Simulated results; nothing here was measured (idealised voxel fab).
process module | voxel trench capacitor
cross-section cut | 240 nm wide | cells 5 nm
A cross-section is a grid of square cells, given in bands from the top down. A band is one or more rows of cells.
Each band's line starts with the height of the band's top and of its bottom, in nm. Then come its materials from left to right, each with its width in nm. One material with "throughout" fills the band from edge to edge. "air" is empty space.
Height 0 is the level under which the wafer as received is all one material. The lowest band goes on downwards, as in "0 down".
A width such as "30 to 40" changes by the same amount from each row of cells to the next, from the band's top row to its bottom row.
"no change" after a step means that no cell of the cross-section changed.
closed voids: empty space of 8 cells or more with no open way to the top, each as width x height at its distance from the left edge, in nm
after a step's settings: what the simulator itself notes on the step
overlay nm, on a step with a mask: how far to the right of its planned place the mask lay; to the left if negative
plan
1 op RECEIVE | material Si
2 op CONFORMAL_DEP | material SiN | thk nm 5
3 op PATTERN | tone open | mask id TRENCH | material resist | width nm 25 | pitch nm 40 | thk nm 15 | overlay nm 0
4 op DIRECTIONAL_ETCH | etch materials SiN | depth nm 5
5 op DIRECTIONAL_ETCH | etch materials Si | depth nm 40
6 op STRIP | etch materials resist
7 op CONFORMAL_DEP | material Al2O3 | thk nm 5
8 op CONFORMAL_DEP | material TiN | thk nm 5
9 op FILL_DEP | material W | thk nm 5
10 op CMP | height nm 5
first wafer, as planned
as received, after step 1
  0 down: Si throughout
  closed voids: none
after step 2
  5 to 0: SiN throughout
  below 0: unchanged
after step 3
  20 to 5: resist 45 | air 25 | resist 15 | air 25 | resist 15 | air 25 | resist 15 | air 25 | resist 50
  below 5: unchanged
after step 4
  20 to 5: resist 45 | air 25 | resist 15 | air 25 | resist 15 | air 25 | resist 15 | air 25 | resist 50
  5 to 0: SiN 45 | air 25 | SiN 15 | air 25 | SiN 15 | air 25 | SiN 15 | air 25 | SiN 50
  below 0: unchanged
after step 5
  20 to 5: resist 45 | air 25 | resist 15 | air 25 | resist 15 | air 25 | resist 15 | air 25 | resist 50
  5 to 0: SiN 45 | air 25 | SiN 15 | air 25 | SiN 15 | air 25 | SiN 15 | air 25 | SiN 50
  0 to -40: Si 45 | air 25 | Si 15 | air 25 | Si 15 | air 25 | Si 15 | air 25 | Si 50
  below -40: unchanged
after step 6
  5 to 0: SiN 45 | air 25 | SiN 15 | air 25 | SiN 15 | air 25 | SiN 15 | air 25 | SiN 50
  below 0: unchanged
after step 7
  10 to 5: Al2O3 50 | air 15 | Al2O3 25 | air 15 | Al2O3 25 | air 15 | Al2O3 25 | air 15 | Al2O3 55
  5 to 0: SiN 45 | Al2O3 5 | air 15 | Al2O3 5 | SiN 15 | Al2O3 5 | air 15 | Al2O3 5 | SiN 15 | Al2O3 5 | air 15 | Al2O3 5 | SiN 15 | Al2O3 5 | air 15 | Al2O3 5 | SiN 50
  0 to -35: Si 45 | Al2O3 5 | air 15 | Al2O3 5 | Si 15 | Al2O3 5 | air 15 | Al2O3 5 | Si 15 | Al2O3 5 | air 15 | Al2O3 5 | Si 15 | Al2O3 5 | air 15 | Al2O3 5 | Si 50
  -35 to -40: Si 45 | Al2O3 25 | Si 15 | Al2O3 25 | Si 15 | Al2O3 25 | Si 15 | Al2O3 25 | Si 50
  below -40: unchanged
after step 8
  15 to 10: TiN 55 | air 5 | TiN 35 | air 5 | TiN 35 | air 5 | TiN 35 | air 5 | TiN 60
  10 to 5: Al2O3 50 | TiN 5 | air 5 | TiN 5 | Al2O3 25 | TiN 5 | air 5 | TiN 5 | Al2O3 25 | TiN 5 | air 5 | TiN 5 | Al2O3 25 | TiN 5 | air 5 | TiN 5 | Al2O3 55
  5 to 0: SiN 45 | Al2O3 5 | TiN 5 | air 5 | TiN 5 | Al2O3 5 | SiN 15 | Al2O3 5 | TiN 5 | air 5 | TiN 5 | Al2O3 5 | SiN 15 | Al2O3 5 | TiN 5 | air 5 | TiN 5 | Al2O3 5 | SiN 15 | Al2O3 5 | TiN 5 | air 5 | TiN 5 | Al2O3 5 | SiN 50
  0 to -30: Si 45 | Al2O3 5 | TiN 5 | air 5 | TiN 5 | Al2O3 5 | Si 15 | Al2O3 5 | TiN 5 | air 5 | TiN 5 | Al2O3 5 | Si 15 | Al2O3 5 | TiN 5 | air 5 | TiN 5 | Al2O3 5 | Si 15 | Al2O3 5 | TiN 5 | air 5 | TiN 5 | Al2O3 5 | Si 50
  -30 to -35: Si 45 | Al2O3 5 | TiN 15 | Al2O3 5 | Si 15 | Al2O3 5 | TiN 15 | Al2O3 5 | Si 15 | Al2O3 5 | TiN 15 | Al2O3 5 | Si 15 | Al2O3 5 | TiN 15 | Al2O3 5 | Si 50
  below -35: unchanged
after step 9
  20 to 15: W throughout
  15 to 10: TiN 55 | W 5 | TiN 35 | W 5 | TiN 35 | W 5 | TiN 35 | W 5 | TiN 60
  10 to 5: Al2O3 50 | TiN 5 | W 5 | TiN 5 | Al2O3 25 | TiN 5 | W 5 | TiN 5 | Al2O3 25 | TiN 5 | W 5 | TiN 5 | Al2O3 25 | TiN 5 | W 5 | TiN 5 | Al2O3 55
  5 to 0: SiN 45 | Al2O3 5 | TiN 5 | W 5 | TiN 5 | Al2O3 5 | SiN 15 | Al2O3 5 | TiN 5 | W 5 | TiN 5 | Al2O3 5 | SiN 15 | Al2O3 5 | TiN 5 | W 5 | TiN 5 | Al2O3 5 | SiN 15 | Al2O3 5 | TiN 5 | W 5 | TiN 5 | Al2O3 5 | SiN 50
  0 to -30: Si 45 | Al2O3 5 | TiN 5 | W 5 | TiN 5 | Al2O3 5 | Si 15 | Al2O3 5 | TiN 5 | W 5 | TiN 5 | Al2O3 5 | Si 15 | Al2O3 5 | TiN 5 | W 5 | TiN 5 | Al2O3 5 | Si 15 | Al2O3 5 | TiN 5 | W 5 | TiN 5 | Al2O3 5 | Si 50
  below -30: unchanged
after step 10
  5 to 0: SiN 45 | Al2O3 5 | TiN 5 | W 5 | TiN 5 | Al2O3 5 | SiN 15 | Al2O3 5 | TiN 5 | W 5 | TiN 5 | Al2O3 5 | SiN 15 | Al2O3 5 | TiN 5 | W 5 | TiN 5 | Al2O3 5 | SiN 15 | Al2O3 5 | TiN 5 | W 5 | TiN 5 | Al2O3 5 | SiN 50
  below 0: unchanged
second wafer: like start, like plan, one mistake. Through step 2 it matches the first wafer
when step 3 should have ended
  20 to 5: air 45 | resist 25 | air 15 | resist 25 | air 15 | resist 25 | air 15 | resist 25 | air 50
  below 5: unchanged
when step 4 should have ended
  20 to 5: air 45 | resist 25 | air 15 | resist 25 | air 15 | resist 25 | air 15 | resist 25 | air 50
  5 to 0: air 45 | SiN 25 | air 15 | SiN 25 | air 15 | SiN 25 | air 15 | SiN 25 | air 50
  below 0: unchanged
when step 5 should have ended
  20 to 5: air 45 | resist 25 | air 15 | resist 25 | air 15 | resist 25 | air 15 | resist 25 | air 50
  5 to 0: air 45 | SiN 25 | air 15 | SiN 25 | air 15 | SiN 25 | air 15 | SiN 25 | air 50
  0 to -40: air 45 | Si 25 | air 15 | Si 25 | air 15 | Si 25 | air 15 | Si 25 | air 50
  below -40: unchanged
when step 6 should have ended
  5 to 0: air 45 | SiN 25 | air 15 | SiN 25 | air 15 | SiN 25 | air 15 | SiN 25 | air 50
  below 0: unchanged
when step 7 should have ended
  10 to 5: air 40 | Al2O3 35 | air 5 | Al2O3 35 | air 5 | Al2O3 35 | air 5 | Al2O3 35 | air 45
  5 to 0: air 40 | Al2O3 5 | SiN 25 | Al2O3 5 | air 5 | Al2O3 5 | SiN 25 | Al2O3 5 | air 5 | Al2O3 5 | SiN 25 | Al2O3 5 | air 5 | Al2O3 5 | SiN 25 | Al2O3 5 | air 45
  0 to -35: air 40 | Al2O3 5 | Si 25 | Al2O3 5 | air 5 | Al2O3 5 | Si 25 | Al2O3 5 | air 5 | Al2O3 5 | Si 25 | Al2O3 5 | air 5 | Al2O3 5 | Si 25 | Al2O3 5 | air 45
  -35 to -40: Al2O3 45 | Si 25 | Al2O3 15 | Si 25 | Al2O3 15 | Si 25 | Al2O3 15 | Si 25 | Al2O3 50
  below -40: unchanged
when step 8 should have ended
  15 to 10: air 35 | TiN 165 | air 40
  10 to 5: air 35 | TiN 5 | Al2O3 35 | TiN 5 | Al2O3 35 | TiN 5 | Al2O3 35 | TiN 5 | Al2O3 35 | TiN 5 | air 40
  5 to 0: air 35 | TiN 5 | Al2O3 5 | SiN 25 | Al2O3 5 | TiN 5 | Al2O3 5 | SiN 25 | Al2O3 5 | TiN 5 | Al2O3 5 | SiN 25 | Al2O3 5 | TiN 5 | Al2O3 5 | SiN 25 | Al2O3 5 | TiN 5 | air 40
  0 to -30: air 35 | TiN 5 | Al2O3 5 | Si 25 | Al2O3 5 | TiN 5 | Al2O3 5 | Si 25 | Al2O3 5 | TiN 5 | Al2O3 5 | Si 25 | Al2O3 5 | TiN 5 | Al2O3 5 | Si 25 | Al2O3 5 | TiN 5 | air 40
  -30 to -35: TiN 40 | Al2O3 5 | Si 25 | Al2O3 5 | TiN 5 | Al2O3 5 | Si 25 | Al2O3 5 | TiN 5 | Al2O3 5 | Si 25 | Al2O3 5 | TiN 5 | Al2O3 5 | Si 25 | Al2O3 5 | TiN 45
  below -35: unchanged
when step 9 should have ended
  20 to 15: W throughout
  15 to 10: W 35 | TiN 165 | W 40
  10 to 5: W 35 | TiN 5 | Al2O3 35 | TiN 5 | Al2O3 35 | TiN 5 | Al2O3 35 | TiN 5 | Al2O3 35 | TiN 5 | W 40
  5 to 0: W 35 | TiN 5 | Al2O3 5 | SiN 25 | Al2O3 5 | TiN 5 | Al2O3 5 | SiN 25 | Al2O3 5 | TiN 5 | Al2O3 5 | SiN 25 | Al2O3 5 | TiN 5 | Al2O3 5 | SiN 25 | Al2O3 5 | TiN 5 | W 40
  0 to -30: W 35 | TiN 5 | Al2O3 5 | Si 25 | Al2O3 5 | TiN 5 | Al2O3 5 | Si 25 | Al2O3 5 | TiN 5 | Al2O3 5 | Si 25 | Al2O3 5 | TiN 5 | Al2O3 5 | Si 25 | Al2O3 5 | TiN 5 | W 40
  below -30: unchanged
when step 10 should have ended
  5 to 0: W 35 | TiN 5 | Al2O3 5 | SiN 25 | Al2O3 5 | TiN 5 | Al2O3 5 | SiN 25 | Al2O3 5 | TiN 5 | Al2O3 5 | SiN 25 | Al2O3 5 | TiN 5 | Al2O3 5 | SiN 25 | Al2O3 5 | TiN 5 | W 40
  below 0: unchanged
what went wrong: step 3 ran as: op PATTERN | tone cover | mask id TRENCH | material resist | width nm 25 | pitch nm 40 | thk nm 15 | overlay nm 0
at the end the second wafer has, in cells: 8 more of Al2O3 | 64 fewer of Si | 8 fewer of SiN | 13 fewer of TiN | 77 more of W
